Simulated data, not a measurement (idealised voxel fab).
The document below concerns the process module designated voxel wiring stack.
In the cross-section labelled cut, the width is 240 nm and each square cell is 5 nm.
Bands, listed from the top down, are how a cross-section gets written in this document; the cross-section itself is a grid of square cells, and a band is one or more rows of them.
Basically the band line says how high the top is and how high the bottom is, in nm, and then what's in it from left to right, every material with its width in nm. Empty space shows up as "air", and if a single material carries "all across" it runs the full band edge to edge.
Where do heights start? At 0: under that level the wafer as delivered is made of one material only. And the lowest band has no floor; it just carries on downward, as in "0 down".
A width given as "30..40" starts at the first number in the band's top row and ends at the second number in its bottom row, shifting by an equal amount at every step from row to row.
A step reported as "no change" is a step in which no cell of the cross-section changed.
Entry "Sealed void inventory". Content: empty spaces with no open connection to the top, size 8 cells or greater. Each: width x height at distance. Distance: from left edge. Unit: nm.
On a step's line, text after the settings is the simulator commenting on that step.
On any step carrying a mask, the "overlay nm" setting, if present on the step's line, tells how far right of its planned place the mask lay; negative values point to the left.
Quick note on how to read the rest: it's all pairs. You get the cross-section before a process step and the one after, but the after one only goes down as far as the lowest band that changed. The step in between, with its settings, sits under the pair. Heads up, the pairs can come from different runs of this module on the same starting wafer, so don't assume a pair picks up from the one above unless its "Cross-section, before" entry says it does.
Cross-section, before
> 80 to 60  SiO2: 80  air: 30  SiO2: 20  air: 30  SiO2: 80
> 60 to 45  SiO2 all across
> 45 to 40  SiCN all across
> 40 to 20  lowk: 80  TiN: 5  Cu: 20  TiN: 5  lowk: 20  TiN: 5  Cu: 20  TiN: 5  lowk: 80
> 20 to 15  SiN: 80  TiN: 30  SiN: 20  TiN: 30  SiN: 80
> 15 to 0  SiO2 all across
> 0 down  Si all across
> Sealed void inventory: none
Sectional View, Post-Process
> 80 to 65  SiO2: 70  air: 40  SiO2: 10  air: 40  SiO2: 80
> 65 to 60  SiO2: 80  air: 30  SiO2: 20  air: 30  SiO2: 80
> 60 to 45  SiO2: 80  air: 5  SiO2: 45  air: 5  SiO2: 105
> below 45: unchanged
> Sealed void inventory: none
The two cross-sections above are separated by a single process step, namely MASKED_ETCH | tone open | mask id METAL_2_HOLES | width nm 15 | pitch nm 50 | etch materials SiO2 | depth nm 15 | overlay nm -10
Cross-section, before: For the state before this step, see the after cross-section of the pair located directly above.
Sectional View, Post-Process
> 80 to 65  SiO2: 70  air: 40  SiO2: 10  air: 40  SiO2: 80
> 65 to 60  SiO2: 80  air: 30  SiO2: 20  air: 30  SiO2: 80
> 60 to 45  SiO2: 80  air: 5  SiO2: 45  air: 5  SiO2: 105
> 45 to 40  SiCN: 80  air: 5  SiCN: 45  air: 5  SiCN: 105
> below 40: unchanged
> Sealed void inventory: none
The two cross-sections above are separated by a single process step, namely MASKED_ETCH | tone open | mask id METAL_2_HOLES | width nm 15 | pitch nm 50 | etch materials SiCN | depth nm 5 | overlay nm 0
Cross-section, before: For the state before this step, see the after cross-section of the pair located directly above.
Sectional View, Post-Process
> 85 to 80  TiN: 75  air: 30  TiN: 20  air: 30  TiN: 85
> 80 to 70  SiO2: 70  TiN: 5  air: 30  TiN: 5  SiO2: 10  TiN: 5  air: 30  TiN: 5  SiO2: 80
> 70 to 65  SiO2: 70  TiN: 15  air: 20  TiN: 5  SiO2: 10  TiN: 15  air: 20  TiN: 5  SiO2: 80
> 65 to 60  SiO2: 80  TiN: 30  SiO2: 20  TiN: 30  SiO2: 80
> 60 to 45  SiO2: 80  TiN: 5  SiO2: 45  TiN: 5  SiO2: 105
> 45 to 40  SiCN: 80  TiN: 5  SiCN: 45  TiN: 5  SiCN: 105
> below 40: unchanged
> Sealed void inventory: none
The two cross-sections above are separated by a single process step, namely CONFORMAL_DEP | material TiN | thk nm 5
Cross-section, before: For the state before this step, see the after cross-section of the pair located directly above.
Sectional View, Post-Process
> 95 to 85  Cu all across
> 85 to 80  TiN: 75  Cu: 30  TiN: 20  Cu: 30  TiN: 85
> 80 to 70  SiO2: 70  TiN: 5  Cu: 30  TiN: 5  SiO2: 10  TiN: 5  Cu: 30  TiN: 5  SiO2: 80
> 70 to 65  SiO2: 70  TiN: 15  Cu: 20  TiN: 5  SiO2: 10  TiN: 15  Cu: 20  TiN: 5  SiO2: 80
> below 65: unchanged
> Sealed void inventory: none
The two cross-sections above are separated by a single process step, namely FILL_DEP | material Cu | thk nm 10
Cross-section, before: For the state before this step, see the after cross-section of the pair located directly above.
Sectional View, Post-Process
> 80 to 70  SiO2: 70  TiN: 5  Cu: 30  TiN: 5  SiO2: 10  TiN: 5  Cu: 30  TiN: 5  SiO2: 80
> below 70: unchanged
> Sealed void inventory: none
The two cross-sections above are separated by a single process step, namely CMP | height nm 80
Cross-section, before: For the state before this step, see the after cross-section of the pair located directly above.
Sectional View, Post-Process
> 85 to 80  SiCN all across
> below 80: unchanged
> Sealed void inventory: none
The two cross-sections above are separated by a single process step, namely CONFORMAL_DEP | material SiCN | thk nm 5
Cross-section, before: For the state before this step, see the after cross-section of the pair located directly above.
Sectional View, Post-Process
> 115 to 85  SiO2 all across
> below 85: unchanged
> Sealed void inventory: none
The two cross-sections above are separated by a single process step, namely DIRECTIONAL_DEP | material SiO2 | thk nm 30
Cross-section, before: For the state before this step, see the after cross-section of the pair located directly above.
Sectional View, Post-Process
> 130 to 115  aC all across
> below 115: unchanged
> Sealed void inventory: none
The two cross-sections above are separated by a single process step, namely DIRECTIONAL_DEP | material aC | thk nm 15
Cross-section, before: For the state before this step, see the after cross-section of the pair located directly above.
Sectional View, Post-Process
> 160 to 130  resist: 80  air: 15  resist: 145
> below 130: unchanged
> Sealed void inventory: none
The two cross-sections above are separated by a single process step, namely PATTERN | tone open | mask id METAL_3_HOLES | material resist | width nm 15 | thk nm 30 | overlay nm 0
Cross-section, before: For the state before this step, see the after cross-section of the pair located directly above.
Sectional View, Post-Process
> 145 to 130  resist: 80  air: 15  resist: 145
> 130 to 115  aC: 80  air: 15  aC: 145
> below 115: unchanged
> Sealed void inventory: none
The two cross-sections above are separated by a single process step, namely DIRECTIONAL_ETCH | etch materials aC | depth nm 15
Cross-section, before: For the state before this step, see the after cross-section of the pair located directly above.
Sectional View, Post-Process
> 130 to 115  aC: 80  air: 15  aC: 145
> below 115: unchanged
> Sealed void inventory: none
The two cross-sections above are separated by a single process step, namely STRIP | etch materials resist
Cross-section, before: For the state before this step, see the after cross-section of the pair located directly above.
Sectional View, Post-Process
> 130 to 115  aC: 80  air: 15  aC: 145
> 115 to 85  SiO2: 80  air: 15  SiO2: 145
> below 85: unchanged
> Sealed void inventory: none
The two cross-sections above are separated by a single process step, namely DIRECTIONAL_ETCH | etch materials SiO2 | depth nm 30
Cross-section, before: For the state before this step, see the after cross-section of the pair located directly above.
Sectional View, Post-Process
> 115 to 85  SiO2: 80  air: 15  SiO2: 145
> below 85: unchanged
> Sealed void inventory: none
The two cross-sections above are separated by a single process step, namely STRIP | etch materials aC
Cross-section, before: For the state before this step, see the after cross-section of the pair located directly above.
Sectional View, Post-Process
> 125 to 115  aC: 80  air: 15  aC: 145
> 115 to 95  SiO2: 80  air: 15  SiO2: 145
> 95 to 85  SiO2: 80  aC: 15  SiO2: 145
> below 85: unchanged
> Sealed void inventory: none
The two cross-sections above are separated by a single process step, namely DIRECTIONAL_DEP | material aC | thk nm 10
Cross-section, before: For the state before this step, see the after cross-section of the pair located directly above.
Sectional View, Post-Process
> 150 to 125  resist: 80  air: 30  resist: 20  air: 30  resist: 80
> below 125: unchanged
> Sealed void inventory: none
The two cross-sections above are separated by a single process step, namely PATTERN | tone open | mask id METAL_3 | material resist | width nm 30 | pitch nm 50 | thk nm 25 | overlay nm 0
Cross-section, before: For the state before this step, see the after cross-section of the pair located directly above.
Sectional View, Post-Process
> 140 to 125  resist: 80  air: 30  resist: 20  air: 30  resist: 80
> 125 to 115  aC: 80  air: 30  aC: 20  air: 30  aC: 80
> 115 to 85  SiO2: 80  air: 15  SiO2: 145
> below 85: unchanged
> Sealed void inventory: none
The two cross-sections above are separated by a single process step, namely DIRECTIONAL_ETCH | etch materials aC | depth nm 10
Cross-section, before: For the state before this step, see the after cross-section of the pair located directly above.
Sectional View, Post-Process
> 125 to 115  aC: 80  air: 30  aC: 20  air: 30  aC: 80
> below 115: unchanged
> Sealed void inventory: none
The two cross-sections above are separated by a single process step, namely STRIP | etch materials resist
Cross-section, before: For the state before this step, see the after cross-section of the pair located directly above.
Sectional View, Post-Process
> 125 to 115  aC: 80  air: 30  aC: 20  air: 30  aC: 80
> 115 to 100  SiO2: 80  air: 30  SiO2: 20  air: 30  SiO2: 80
> below 100: unchanged
> Sealed void inventory: none
The two cross-sections above are separated by a single process step, namely DIRECTIONAL_ETCH | etch materials SiO2 | depth nm 15
Cross-section, before: For the state before this step, see the after cross-section of the pair located directly above.
Sectional View, Post-Process
> 125 to 115  aC: 80  air: 30  aC: 20  air: 30  aC: 80
> 115 to 100  SiO2: 80  air: 30  SiO2: 20  air: 30  SiO2: 80
> 100 to 85  SiO2: 80  air: 15  SiO2: 145
> 85 to 80  SiCN: 80  air: 15  SiCN: 145
> below 80: unchanged
> Sealed void inventory: none
The two cross-sections above are separated by a single process step, namely DIRECTIONAL_ETCH | etch materials SiCN | depth nm 5
Cross-section, before: For the state before this step, see the after cross-section of the pair located directly above.
Sectional View, Post-Process
> 115 to 100  SiO2: 80  air: 30  SiO2: 20  air: 30  SiO2: 80
> below 100: unchanged
> Sealed void inventory: none
The two cross-sections above are separated by a single process step, namely STRIP | etch materials aC
Cross-section, before: For the state before this step, see the after cross-section of the pair located directly above.
Sectional View, Post-Process
> 120 to 115  TiN: 85  air: 20  TiN: 30  air: 20  TiN: 85
> 115 to 105  SiO2: 80  TiN: 5  air: 20  TiN: 5  SiO2: 20  TiN: 5  air: 20  TiN: 5  SiO2: 80
> 105 to 100  SiO2: 80  TiN: 5  air: 5  TiN: 20  SiO2: 20  TiN: 30  SiO2: 80
> 100 to 85  SiO2: 80  TiN: 5  air: 5  TiN: 5  SiO2: 145
> 85 to 80  SiCN: 80  TiN: 15  SiCN: 145
> below 80: unchanged
> Sealed void inventory: none
The two cross-sections above are separated by a single process step, namely CONFORMAL_DEP | material TiN | thk nm 5
Cross-section, before: For the state before this step, see the after cross-section of the pair located directly above.
Sectional View, Post-Process
> 130 to 120  Cu all across
> 120 to 115  TiN: 85  Cu: 20  TiN: 30  Cu: 20  TiN: 85
> 115 to 105  SiO2: 80  TiN: 5  Cu: 20  TiN: 5  SiO2: 20  TiN: 5  Cu: 20  TiN: 5  SiO2: 80
> 105 to 100  SiO2: 80  TiN: 5  Cu: 5  TiN: 20  SiO2: 20  TiN: 30  SiO2: 80
> 100 to 85  SiO2: 80  TiN: 5  Cu: 5  TiN: 5  SiO2: 145
> below 85: unchanged
> Sealed void inventory: none
The two cross-sections above are separated by a single process step, namely FILL_DEP | material Cu | thk nm 10
Cross-section, before: For the state before this step, see the after cross-section of the pair located directly above.
Sectional View, Post-Process
> 115 to 105  SiO2: 80  TiN: 5  Cu: 20  TiN: 5  SiO2: 20  TiN: 5  Cu: 20  TiN: 5  SiO2: 80
> below 105: unchanged
> Sealed void inventory: none
The two cross-sections above are separated by a single process step, namely CMP | height nm 115
Cross-section, before: For the state before this step, see the after cross-section of the pair located directly above.
Sectional View, Post-Process
> 120 to 115  SiCN all across
> below 115: unchanged
> Sealed void inventory: none
The two cross-sections above are separated by a single process step, namely CONFORMAL_DEP | material SiCN | thk nm 5
Cross-section, before
> 40 to 20  lowk: 80  air: 30  lowk: 20  air: 30  lowk: 80
> 20 to 15  SiN: 80  air: 30  SiN: 20  air: 30  SiN: 80
> 15 to 0  SiO2 all across
> 0 down  Si all across
> Sealed void inventory: none
Sectional View, Post-Process
> 45 to 40  SiCN: 85  air: 20  SiCN: 30  air: 20  SiCN: 85
> 40 to 20  lowk: 80  SiCN: 5  air: 20  SiCN: 5  lowk: 20  SiCN: 5  air: 20  SiCN: 5  lowk: 80
> 20 to 15  SiN: 80  SiCN: 30  SiN: 20  SiCN: 30  SiN: 80
> below 15: unchanged
> Sealed void inventory: none
The two cross-sections above are separated by a single process step, namely CONFORMAL_DEP | material SiCN | thk nm 5
Cross-section, before: For the state before this step, see the after cross-section of the pair located directly above.
Sectional View, Post-Process
> 50 to 45  Cu all across
> 45 to 40  SiCN: 85  Cu: 20  SiCN: 30  Cu: 20  SiCN: 85
> 40 to 20  lowk: 80  SiCN: 5  Cu: 20  SiCN: 5  lowk: 20  SiCN: 5  Cu: 20  SiCN: 5  lowk: 80
> below 20: unchanged
> Sealed void inventory: none
The two cross-sections above are separated by a single process step, namely FILL_DEP | material Cu | thk nm 5
Cross-section, before: For the state before this step, see the after cross-section of the pair located directly above.
Sectional View, Post-Process
> 40 to 20  lowk: 80  SiCN: 5  Cu: 20  SiCN: 5  lowk: 20  SiCN: 5  Cu: 20  SiCN: 5  lowk: 80
> below 20: unchanged
> Sealed void inventory: none
The two cross-sections above are separated by a single process step, namely CMP | height nm 40
Cross-section, before: For the state before this step, see the after cross-section of the pair located directly above.
Sectional View, Post-Process
> 45 to 40  SiCN all across
> below 40: unchanged
> Sealed void inventory: none
The two cross-sections above are separated by a single process step, namely CONFORMAL_DEP | material SiCN | thk nm 5
Cross-section, before: For the state before this step, see the after cross-section of the pair located directly above.
Sectional View, Post-Process
> 80 to 45  SiO2 all across
> below 45: unchanged
> Sealed void inventory: none
The two cross-sections above are separated by a single process step, namely DIRECTIONAL_DEP | material SiO2 | thk nm 35
Cross-section, before: For the state before this step, see the after cross-section of the pair located directly above.
Sectional View, Post-Process
> 95 to 80  aC all across
> below 80: unchanged
> Sealed void inventory: none
The two cross-sections above are separated by a single process step, namely DIRECTIONAL_DEP | material aC | thk nm 15
Cross-section, before: For the state before this step, see the after cross-section of the pair located directly above.
Sectional View, Post-Process
> 130 to 95  resist: 80  air: 30  resist: 20  air: 30  resist: 80
> below 95: unchanged
> Sealed void inventory: none
The two cross-sections above are separated by a single process step, namely PATTERN | tone open | mask id METAL_2 | material resist | width nm 30 | pitch nm 50 | thk nm 35 | overlay nm 0
Cross-section, before: For the state before this step, see the after cross-section of the pair located directly above.
Sectional View, Post-Process
> 115 to 95  resist: 80  air: 30  resist: 20  air: 30  resist: 80
> 95 to 80  aC: 80  air: 30  aC: 20  air: 30  aC: 80
> below 80: unchanged
> Sealed void inventory: none
The two cross-sections above are separated by a single process step, namely DIRECTIONAL_ETCH | etch materials aC | depth nm 15
Cross-section, before: For the state before this step, see the after cross-section of the pair located directly above.
Sectional View, Post-Process
> 95 to 80  aC: 80  air: 30  aC: 20  air: 30  aC: 80
> below 80: unchanged
> Sealed void inventory: none
The two cross-sections above are separated by a single process step, namely STRIP | etch materials resist
Cross-section, before: For the state before this step, see the after cross-section of the pair located directly above.
Sectional View, Post-Process
> 95 to 80  aC: 80  air: 30  aC: 20  air: 30  aC: 80
> 80 to 60  SiO2: 80  air: 30  SiO2: 20  air: 30  SiO2: 80
> below 60: unchanged
> Sealed void inventory: none
The two cross-sections above are separated by a single process step, namely DIRECTIONAL_ETCH | etch materials SiO2 | depth nm 20
Cross-section, before: For the state before this step, see the after cross-section of the pair located directly above.
Sectional View, Post-Process
> 80 to 60  SiO2: 80  air: 30  SiO2: 20  air: 30  SiO2: 80
> below 60: unchanged
> Sealed void inventory: none
The two cross-sections above are separated by a single process step, namely STRIP | etch materials aC
Cross-section, before: For the state before this step, see the after cross-section of the pair located directly above.
Sectional View, Post-Process
> 80 to 60  SiO2: 80  air: 30  SiO2: 20  air: 30  SiO2: 80
> 60 to 45  SiO2: 80  air: 15  SiO2: 35  air: 15  SiO2: 95
> below 45: unchanged
> Sealed void inventory: none
The two cross-sections above are separated by a single process step, namely MASKED_ETCH | tone open | mask id METAL_2_HOLES | width nm 15 | pitch nm 50 | etch materials SiO2 | depth nm 15 | overlay nm 0
Cross-section, before: For the state before this step, see the after cross-section of the pair located directly above.
Sectional View, Post-Process
> 80 to 60  SiO2: 80  air: 30  SiO2: 20  air: 30  SiO2: 80
> 60 to 45  SiO2: 80  air: 15  SiO2: 35  air: 15  SiO2: 95
> 45 to 40  SiCN: 80  air: 15  SiCN: 35  air: 15  SiCN: 95
> below 40: unchanged
> Sealed void inventory: none
The two cross-sections above are separated by a single process step, namely MASKED_ETCH | tone open | mask id METAL_2_HOLES | width nm 15 | pitch nm 50 | etch materials SiCN | depth nm 5 | overlay nm 0
Cross-section, before: For the state before this step, see the after cross-section of the pair located directly above.
Sectional View, Post-Process
> 85 to 80  TiN: 85  air: 20  TiN: 30  air: 20  TiN: 85
> 80 to 65  SiO2: 80  TiN: 5  air: 20  TiN: 5  SiO2: 20  TiN: 5  air: 20  TiN: 5  SiO2: 80
> 65 to 60  SiO2: 80  TiN: 5  air: 5  TiN: 20  SiO2: 20  TiN: 5  air: 5  TiN: 20  SiO2: 80
> 60 to 45  SiO2: 80  TiN: 5  air: 5  TiN: 5  SiO2: 35  TiN: 5  air: 5  TiN: 5  SiO2: 95
> 45 to 40  SiCN: 80  TiN: 15  SiCN: 35  TiN: 15  SiCN: 95
> below 40: unchanged
> Sealed void inventory: none
The two cross-sections above are separated by a single process step, namely CONFORMAL_DEP | material TiN | thk nm 5
Cross-section, before: For the state before this step, see the after cross-section of the pair located directly above.
Sectional View, Post-Process
> 95 to 85  Cu all across
> 85 to 80  TiN: 85  Cu: 20  TiN: 30  Cu: 20  TiN: 85
> 80 to 65  SiO2: 80  TiN: 5  Cu: 20  TiN: 5  SiO2: 20  TiN: 5  Cu: 20  TiN: 5  SiO2: 80
> 65 to 60  SiO2: 80  TiN: 5  Cu: 5  TiN: 20  SiO2: 20  TiN: 5  Cu: 5  TiN: 20  SiO2: 80
> 60 to 45  SiO2: 80  TiN: 5  Cu: 5  TiN: 5  SiO2: 35  TiN: 5  Cu: 5  TiN: 5  SiO2: 95
> below 45: unchanged
> Sealed void inventory: none
The two cross-sections above are separated by a single process step, namely FILL_DEP | material Cu | thk nm 10
Cross-section, before: For the state before this step, see the after cross-section of the pair located directly above.
Sectional View, Post-Process
> 80 to 65  SiO2: 80  TiN: 5  Cu: 20  TiN: 5  SiO2: 20  TiN: 5  Cu: 20  TiN: 5  SiO2: 80
> below 65: unchanged
> Sealed void inventory: none
The two cross-sections above are separated by a single process step, namely CMP | height nm 80
Cross-section, before: For the state before this step, see the after cross-section of the pair located directly above.
Sectional View, Post-Process
> 85 to 80  SiCN all across
> below 80: unchanged
> Sealed void inventory: none
The two cross-sections above are separated by a single process step, namely CONFORMAL_DEP | material SiCN | thk nm 5
Cross-section, before: For the state before this step, see the after cross-section of the pair located directly above.
Sectional View, Post-Process
> 115 to 85  SiO2 all across
> below 85: unchanged
> Sealed void inventory: none
The two cross-sections above are separated by a single process step, namely DIRECTIONAL_DEP | material SiO2 | thk nm 30
Cross-section, before: For the state before this step, see the after cross-section of the pair located directly above.
Sectional View, Post-Process
> 130 to 115  aC all across
> below 115: unchanged
> Sealed void inventory: none
The two cross-sections above are separated by a single process step, namely DIRECTIONAL_DEP | material aC | thk nm 15
Cross-section, before: For the state before this step, see the after cross-section of the pair located directly above.
Sectional View, Post-Process
> 160 to 130  resist: 80  air: 15  resist: 145
> below 130: unchanged
> Sealed void inventory: none
The two cross-sections above are separated by a single process step, namely PATTERN | tone open | mask id METAL_3_HOLES | material resist | width nm 15 | thk nm 30 | overlay nm 0
Cross-section, before: For the state before this step, see the after cross-section of the pair located directly above.
Sectional View, Post-Process
> 145 to 130  resist: 80  air: 15  resist: 145
> 130 to 115  aC: 80  air: 15  aC: 145
> below 115: unchanged
> Sealed void inventory: none
The two cross-sections above are separated by a single process step, namely DIRECTIONAL_ETCH | etch materials aC | depth nm 15
Cross-section, before: For the state before this step, see the after cross-section of the pair located directly above.
Sectional View, Post-Process
> 130 to 115  aC: 80  air: 15  aC: 145
> below 115: unchanged
> Sealed void inventory: none
The two cross-sections above are separated by a single process step, namely STRIP | etch materials resist
Cross-section, before: For the state before this step, see the after cross-section of the pair located directly above.
Sectional View, Post-Process
> 130 to 115  aC: 80  air: 15  aC: 145
> 115 to 85  SiO2: 80  air: 15  SiO2: 145
> below 85: unchanged
> Sealed void inventory: none
The two cross-sections above are separated by a single process step, namely DIRECTIONAL_ETCH | etch materials SiO2 | depth nm 30
Cross-section, before: For the state before this step, see the after cross-section of the pair located directly above.
Sectional View, Post-Process
> 115 to 85  SiO2: 80  air: 15  SiO2: 145
> below 85: unchanged
> Sealed void inventory: none
The two cross-sections above are separated by a single process step, namely STRIP | etch materials aC
Cross-section, before: For the state before this step, see the after cross-section of the pair located directly above.
Sectional View, Post-Process
> 125 to 115  aC: 80  air: 15  aC: 145
> 115 to 95  SiO2: 80  air: 15  SiO2: 145
> 95 to 85  SiO2: 80  aC: 15  SiO2: 145
> below 85: unchanged
> Sealed void inventory: none
The two cross-sections above are separated by a single process step, namely DIRECTIONAL_DEP | material aC | thk nm 10
Cross-section, before: For the state before this step, see the after cross-section of the pair located directly above.
Sectional View, Post-Process
> 150 to 125  resist: 80  air: 30  resist: 20  air: 30  resist: 80
> below 125: unchanged
> Sealed void inventory: none
The two cross-sections above are separated by a single process step, namely PATTERN | tone open | mask id METAL_3 | material resist | width nm 30 | pitch nm 50 | thk nm 25 | overlay nm 0
Cross-section, before: For the state before this step, see the after cross-section of the pair located directly above.
Sectional View, Post-Process
> 140 to 125  resist: 80  air: 30  resist: 20  air: 30  resist: 80
> 125 to 115  aC: 80  air: 30  aC: 20  air: 30  aC: 80
> 115 to 85  SiO2: 80  air: 15  SiO2: 145
> below 85: unchanged
> Sealed void inventory: none
The two cross-sections above are separated by a single process step, namely DIRECTIONAL_ETCH | etch materials aC | depth nm 10
Cross-section, before: For the state before this step, see the after cross-section of the pair located directly above.
Sectional View, Post-Process
> 125 to 115  aC: 80  air: 30  aC: 20  air: 30  aC: 80
> below 115: unchanged
> Sealed void inventory: none
The two cross-sections above are separated by a single process step, namely STRIP | etch materials resist
Cross-section, before: For the state before this step, see the after cross-section of the pair located directly above.
Sectional View, Post-Process
> 125 to 115  aC: 80  air: 30  aC: 20  air: 30  aC: 80
> 115 to 100  SiO2: 80  air: 30  SiO2: 20  air: 30  SiO2: 80
> below 100: unchanged
> Sealed void inventory: none
The two cross-sections above are separated by a single process step, namely DIRECTIONAL_ETCH | etch materials SiO2 | depth nm 15
Cross-section, before: For the state before this step, see the after cross-section of the pair located directly above.
Sectional View, Post-Process
> 125 to 115  aC: 80  air: 30  aC: 20  air: 30  aC: 80
> 115 to 100  SiO2: 80  air: 30  SiO2: 20  air: 30  SiO2: 80
> 100 to 85  SiO2: 80  air: 15  SiO2: 145
> 85 to 80  SiCN: 80  air: 15  SiCN: 145
> below 80: unchanged
> Sealed void inventory: none
The two cross-sections above are separated by a single process step, namely DIRECTIONAL_ETCH | etch materials SiCN | depth nm 5
Cross-section, before: For the state before this step, see the after cross-section of the pair located directly above.
Sectional View, Post-Process
> 115 to 100  SiO2: 80  air: 30  SiO2: 20  air: 30  SiO2: 80
> below 100: unchanged
> Sealed void inventory: none
The two cross-sections above are separated by a single process step, namely STRIP | etch materials aC
Cross-section, before: For the state before this step, see the after cross-section of the pair located directly above.
Sectional View, Post-Process
> 120 to 115  TiN: 85  air: 20  TiN: 30  air: 20  TiN: 85
> 115 to 105  SiO2: 80  TiN: 5  air: 20  TiN: 5  SiO2: 20  TiN: 5  air: 20  TiN: 5  SiO2: 80
> 105 to 100  SiO2: 80  TiN: 5  air: 5  TiN: 20  SiO2: 20  TiN: 30  SiO2: 80
> 100 to 85  SiO2: 80  TiN: 5  air: 5  TiN: 5  SiO2: 145
> 85 to 80  SiCN: 80  TiN: 15  SiCN: 145
> below 80: unchanged
> Sealed void inventory: none
The two cross-sections above are separated by a single process step, namely CONFORMAL_DEP | material TiN | thk nm 5
Cross-section, before: For the state before this step, see the after cross-section of the pair located directly above.
Sectional View, Post-Process
> 130 to 120  Cu all across
> 120 to 115  TiN: 85  Cu: 20  TiN: 30  Cu: 20  TiN: 85
> 115 to 105  SiO2: 80  TiN: 5  Cu: 20  TiN: 5  SiO2: 20  TiN: 5  Cu: 20  TiN: 5  SiO2: 80
> 105 to 100  SiO2: 80  TiN: 5  Cu: 5  TiN: 20  SiO2: 20  TiN: 30  SiO2: 80
> 100 to 85  SiO2: 80  TiN: 5  Cu: 5  TiN: 5  SiO2: 145
> below 85: unchanged
> Sealed void inventory: none
The two cross-sections above are separated by a single process step, namely FILL_DEP | material Cu | thk nm 10
Cross-section, before: For the state before this step, see the after cross-section of the pair located directly above.
Sectional View, Post-Process
> 115 to 105  SiO2: 80  TiN: 5  Cu: 20  TiN: 5  SiO2: 20  TiN: 5  Cu: 20  TiN: 5  SiO2: 80
> below 105: unchanged
> Sealed void inventory: none
The two cross-sections above are separated by a single process step, namely CMP | height nm 115
Cross-section, before: For the state before this step, see the after cross-section of the pair located directly above.
Sectional View, Post-Process
> 120 to 115  SiCN all across
> below 115: unchanged
> Sealed void inventory: none
The two cross-sections above are separated by a single process step, namely CONFORMAL_DEP | material SiCN | thk nm 5
Cross-section, before
> 130 to 115  aC all across
> 115 to 85  SiO2 all across
> 85 to 80  SiCN all across
> 80 to 65  SiO2: 80  TiN: 5  Cu: 20  TiN: 5  SiO2: 20  TiN: 5  Cu: 20  TiN: 5  SiO2: 80
> 65 to 60  SiO2: 80  TiN: 5  Cu: 5  TiN: 20  SiO2: 20  TiN: 5  Cu: 5  TiN: 20  SiO2: 80
> 60 to 45  SiO2: 80  TiN: 5  Cu: 5  TiN: 5  SiO2: 35  TiN: 5  Cu: 5  TiN: 5  SiO2: 95
> 45 to 40  SiCN: 80  TiN: 15  SiCN: 35  TiN: 15  SiCN: 95
> 40 to 20  lowk: 80  TiN: 5  Cu: 20  TiN: 5  lowk: 20  TiN: 5  Cu: 20  TiN: 5  lowk: 80
> 20 to 15  SiN: 80  TiN: 30  SiN: 20  TiN: 30  SiN: 80
> 15 to 0  SiO2 all across
> 0 down  Si all across
> Sealed void inventory: none
Sectional View, Post-Process
> 160 to 130  air: 80  resist: 15  air: 145
> below 130: unchanged
> Sealed void inventory: none
The two cross-sections above are separated by a single process step, namely PATTERN | tone cover | mask id METAL_3_HOLES | material resist | width nm 15 | thk nm 30 | overlay nm 0
Cross-section, before: For the state before this step, see the after cross-section of the pair located directly above.
Sectional View, Post-Process
> 145 to 130  air: 80  resist: 15  air: 145
> 130 to 115  air: 80  aC: 15  air: 145
> below 115: unchanged
> Sealed void inventory: none
The two cross-sections above are separated by a single process step, namely DIRECTIONAL_ETCH | etch materials aC | depth nm 15
Cross-section, before: For the state before this step, see the after cross-section of the pair located directly above.
Sectional View, Post-Process
> 130 to 115  air: 80  aC: 15  air: 145
> below 115: unchanged
> Sealed void inventory: none
The two cross-sections above are separated by a single process step, namely STRIP | etch materials resist
Cross-section, before: For the state before this step, see the after cross-section of the pair located directly above.
Sectional View, Post-Process
> 130 to 115  air: 80  aC: 15  air: 145
> 115 to 85  air: 80  SiO2: 15  air: 145
> below 85: unchanged
> Sealed void inventory: none
The two cross-sections above are separated by a single process step, namely DIRECTIONAL_ETCH | etch materials SiO2 | depth nm 30
Cross-section, before: For the state before this step, see the after cross-section of the pair located directly above.
Sectional View, Post-Process
> 115 to 85  air: 80  SiO2: 15  air: 145
> below 85: unchanged
> Sealed void inventory: none
The two cross-sections above are separated by a single process step, namely STRIP | etch materials aC
Cross-section, before: For the state before this step, see the after cross-section of the pair located directly above.
Sectional View, Post-Process
> 125 to 115  air: 80  aC: 15  air: 145
> 115 to 95  air: 80  SiO2: 15  air: 145
> 95 to 85  aC: 80  SiO2: 15  aC: 145
> below 85: unchanged
> Sealed void inventory: none
The two cross-sections above are separated by a single process step, namely DIRECTIONAL_DEP | material aC | thk nm 10
Cross-section, before: For the state before this step, see the after cross-section of the pair located directly above.
Sectional View, Post-Process
> 150 to 125  resist: 80  air: 30  resist: 20  air: 30  resist: 80
> 125 to 115  resist: 80  aC: 15  air: 15  resist: 20  air: 30  resist: 80
> 115 to 95  resist: 80  SiO2: 15  air: 15  resist: 20  air: 30  resist: 80
> below 95: unchanged
> Sealed void inventory: none
The two cross-sections above are separated by a single process step, namely PATTERN | tone open | mask id METAL_3 | material resist | width nm 30 | pitch nm 50 | thk nm 25 | overlay nm 0
Cross-section, before: For the state before this step, see the after cross-section of the pair located directly above.
Sectional View, Post-Process
> 140 to 115  resist: 80  air: 30  resist: 20  air: 30  resist: 80
> 115 to 95  resist: 80  SiO2: 15  air: 15  resist: 20  air: 30  resist: 80
> 95 to 85  aC: 80  SiO2: 15  air: 15  aC: 20  air: 30  aC: 80
> below 85: unchanged
> Sealed void inventory: none
The two cross-sections above are separated by a single process step, namely DIRECTIONAL_ETCH | etch materials aC | depth nm 10
Cross-section, before: For the state before this step, see the after cross-section of the pair located directly above.
Sectional View, Post-Process
> 115 to 95  air: 80  SiO2: 15  air: 145
> below 95: unchanged
> Sealed void inventory: none
The two cross-sections above are separated by a single process step, namely STRIP | etch materials resist
Cross-section, before: For the state before this step, see the after cross-section of the pair located directly above.
Sectional View, Post-Process
> 100 to 95  air: 80  SiO2: 15  air: 145
> below 95: unchanged
> Sealed void inventory: none
The two cross-sections above are separated by a single process step, namely DIRECTIONAL_ETCH | etch materials SiO2 | depth nm 15
Cross-section, before: For the state before this step, see the after cross-section of the pair located directly above.
Sectional View, Post-Process
> 100 to 95  air: 80  SiO2: 15  air: 145
> 95 to 85  aC: 80  SiO2: 15  air: 15  aC: 20  air: 30  aC: 80
> 85 to 80  SiCN: 95  air: 15  SiCN: 20  air: 30  SiCN: 80
> below 80: unchanged
> Sealed void inventory: none
The two cross-sections above are separated by a single process step, namely DIRECTIONAL_ETCH | etch materials SiCN | depth nm 5
Cross-section, before: For the state before this step, see the after cross-section of the pair located directly above.
Sectional View, Post-Process
> 100 to 85  air: 80  SiO2: 15  air: 145
> below 85: unchanged
> Sealed void inventory: none
The two cross-sections above are separated by a single process step, namely STRIP | etch materials aC
